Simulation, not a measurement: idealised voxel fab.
Title: Process Module voxel plated lines
FYI the section here is cut, 245 nm wide, cells are 5 nm squares.
When this document writes out a cross-section, it uses a grid of square cells and lists it as bands, beginning at the top and moving down, with a band standing for one or more rows of cells. The entry gives the band's vertical extent as a top height and a bottom height in nm, then its horizontal make-up as materials from left to right, each with a width in nm. "blank" stands for empty space; a single material marked "everywhere" fills the band edge to edge. Heights are reckoned from 0. Under this level, the received wafer is all of one material. The bottommost band is open-ended downward, for example "from 0 down". It should be noted that a width expressed as "30 to 40" varies in equal increments from row to row of cells within the band, taking the value of the first number at the top row and that of the second number at the bottom row. Step note "no alterations made" = no cross-section cell changed. What "Enclosed void catalog" gives you is every empty space of 8 cells or more that is cut off from the top. Each appears as width x height at distance, with the distance taken from the left edge and width, height and distance all in nm. Where a step's line continues beyond its settings, the continuation is a remark by the simulator itself on that step. The "overlay nm" setting may appear on a step's line; for a step that uses a mask, it gives how far to the right of its planned position the mask lay, and a negative value indicates the left.
# The following list gives the planned process steps
1 RECEIVE,material Si
2 CONFORMAL_DEP,material SiN,thk nm 15
3 DIRECTIONAL_DEP,material TiN,thk nm 5
4 PATTERN,tone open,mask id LINES,material resist,width nm 20,pitch nm 45,thk nm 15,overlay nm 0
5 EPI,material Ru,thk nm 10
6 STRIP,etch materials resist
7 DIRECTIONAL_ETCH,etch materials TiN,depth nm 5
8 CONFORMAL_DEP,material SiO2,thk nm 5
# First wafer of two (run as planned)
# Wafer cross-section on receipt, i.e. after step 1
    from 0 down | Si everywhere
    Enclosed void catalog: none
# Cross-section of the wafer subsequent to step 2
    from 15 to 0 | SiN everywhere
    Whatever lies below 0 is exactly as it was before.
# Cross-section of the wafer subsequent to step 3
    from 20 to 15 | TiN everywhere
    Whatever lies below 15 is exactly as it was before.
# Cross-section of the wafer subsequent to step 4
    from 35 to 20 | 45 resist; 20 blank; 25 resist; 20 blank; 25 resist; 20 blank; 25 resist; 20 blank; 45 resist
    Whatever lies below 20 is exactly as it was before.
# Cross-section of the wafer subsequent to step 5
    from 35 to 30 | 45 resist; 20 blank; 25 resist; 20 blank; 25 resist; 20 blank; 25 resist; 20 blank; 45 resist
    from 30 to 20 | 45 resist; 20 Ru; 25 resist; 20 Ru; 25 resist; 20 Ru; 25 resist; 20 Ru; 45 resist
    Whatever lies below 20 is exactly as it was before.
# Cross-section of the wafer subsequent to step 6
    from 30 to 20 | 45 blank; 20 Ru; 25 blank; 20 Ru; 25 blank; 20 Ru; 25 blank; 20 Ru; 45 blank
    Whatever lies below 20 is exactly as it was before.
# Cross-section of the wafer subsequent to step 7
    from 30 to 20 | 45 blank; 20 Ru; 25 blank; 20 Ru; 25 blank; 20 Ru; 25 blank; 20 Ru; 45 blank
    from 20 to 15 | 45 blank; 20 TiN; 25 blank; 20 TiN; 25 blank; 20 TiN; 25 blank; 20 TiN; 45 blank
    Whatever lies below 15 is exactly as it was before.
# Cross-section of the wafer subsequent to step 8
    from 35 to 30 | 40 blank; 30 SiO2; 15 blank; 30 SiO2; 15 blank; 30 SiO2; 15 blank; 30 SiO2; 40 blank
    from 30 to 20 | 40 blank; 5 SiO2; 20 Ru; 5 SiO2; 15 blank; 5 SiO2; 20 Ru; 5 SiO2; 15 blank; 5 SiO2; 20 Ru; 5 SiO2; 15 blank; 5 SiO2; 20 Ru; 5 SiO2; 40 blank
    from 20 to 15 | 45 SiO2; 20 TiN; 25 SiO2; 20 TiN; 25 SiO2; 20 TiN; 25 SiO2; 20 TiN; 45 SiO2
    Whatever lies below 15 is exactly as it was before.
# Second wafer, same starting state and plan as the first, one mistake in the run, identical through step 1
# Cross-section: second wafer, time at which step 2 was scheduled to end
    from 5 to 0 | TiN everywhere
    Whatever lies below 0 is exactly as it was before.
# Cross-section: second wafer, time at which step 3 was scheduled to end
    from 20 to 5 | SiN everywhere
    Whatever lies below 5 is exactly as it was before.
# Cross-section: second wafer, time at which step 4 was scheduled to end
    from 35 to 20 | 45 resist; 20 blank; 25 resist; 20 blank; 25 resist; 20 blank; 25 resist; 20 blank; 45 resist
    Whatever lies below 20 is exactly as it was before.
Cross-section: second wafer, time at which step 5 was scheduled to end: no alterations made
# Cross-section: second wafer, time at which step 6 was scheduled to end
    from 20 to 5 | SiN everywhere
    Whatever lies below 5 is exactly as it was before.
Cross-section: second wafer, time at which step 7 was scheduled to end: no alterations made
# Cross-section: second wafer, time at which step 8 was scheduled to end
    from 25 to 20 | SiO2 everywhere
    Whatever lies below 20 is exactly as it was before.
In executing the process, a mistake was made relative to the plan: step 2 ran in the slot meant for step 3, and vice versa
at the end the second wafer has, in cells: Ru: 32 fewer | SiO2: 24 fewer | TiN: 33 more
